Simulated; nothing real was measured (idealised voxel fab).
You're looking at the process module voxel released beams.
Square cells of 5 nm make up the cross-section cut, whose width is 230 nm.
If you're reading a cross-section in this doc, picture square cells in a grid; it comes to you as bands, top ones listed first down to the bottom, and a band can be one or more rows of cells.
Look at the band entry: it leads with the top's height and the bottom's height in nm. Then it lists the materials left to right, with a width in nm for each. The word "full width" on a single material says that material fills the band edge to edge. The word "blank" is empty space.
Heights are reckoned from 0. Under this level, the received wafer is all of one material. The bottommost band is open-ended downward, for example "from 0 down".
So if you see something like "30->40" for the width, read it as the top row of the band sitting at the first number and the bottom row at the second, with every row in between moving by the same amount as the last.
The cross-section has no changed cell in any step marked "nothing changed".
Listed in "Cavities, sealed": every empty space of 8 or more cells without an open way to the top. Form: width x height at distance, the distance being from the left edge, all in nm.
Past the settings on a step's line: simulator remark, on that step.
On any step carrying a mask, the "overlay nm" setting, if present on the step's line, tells how far right of its planned place the mask lay; negative values point to the left.
# Planned step list for the process
1: RECEIVE: material Si
2: CONFORMAL_DEP: material SiN, thk nm 5
3: DIRECTIONAL_DEP: material SiO2, thk nm 10
4: DIRECTIONAL_DEP: material aC, thk nm 10
5: PATTERN: tone open, mask id ANCHOR, material resist, width nm 45, thk nm 30, overlay nm 0
6: DIRECTIONAL_ETCH: etch materials aC, depth nm 10
7: STRIP: etch materials resist
8: DIRECTIONAL_ETCH: etch materials SiO2, depth nm 10
9: STRIP: etch materials aC
10: CONFORMAL_DEP: material TiN, thk nm 15
11: PATTERN: tone cover, mask id BEAM, material resist, width nm 120, thk nm 15, overlay nm 0
12: DIRECTIONAL_ETCH: etch materials TiN, depth nm 15
13: STRIP: etch materials resist
14: STRIP: etch materials SiO2
# Wafer at receipt (post step 1), cross-section
    from 0 down = Si full width
    Cavities, sealed: none
# Here's the wafer cut in cross-section after the module, started and planned just like above, except one thing was done wrong in the run
    from 30 to 20 = blank: 50, then TiN: 10, then blank: 15, then TiN: 95, then blank: 60
    from 20 to 15 = blank: 50, then TiN: 120, then blank: 60
    from 15 to 5 = blank: 45, then TiN: 45, then blank: 140
    from 5 to 0 = SiN full width
    from 0 down = Si full width
    Cavities, sealed: none
Want to know what went wrong? the process deviated at step 5: the operation and settings actually run there were PATTERN: tone open, mask id ANCHOR, material resist, width nm 45, thk nm 30, overlay nm -10
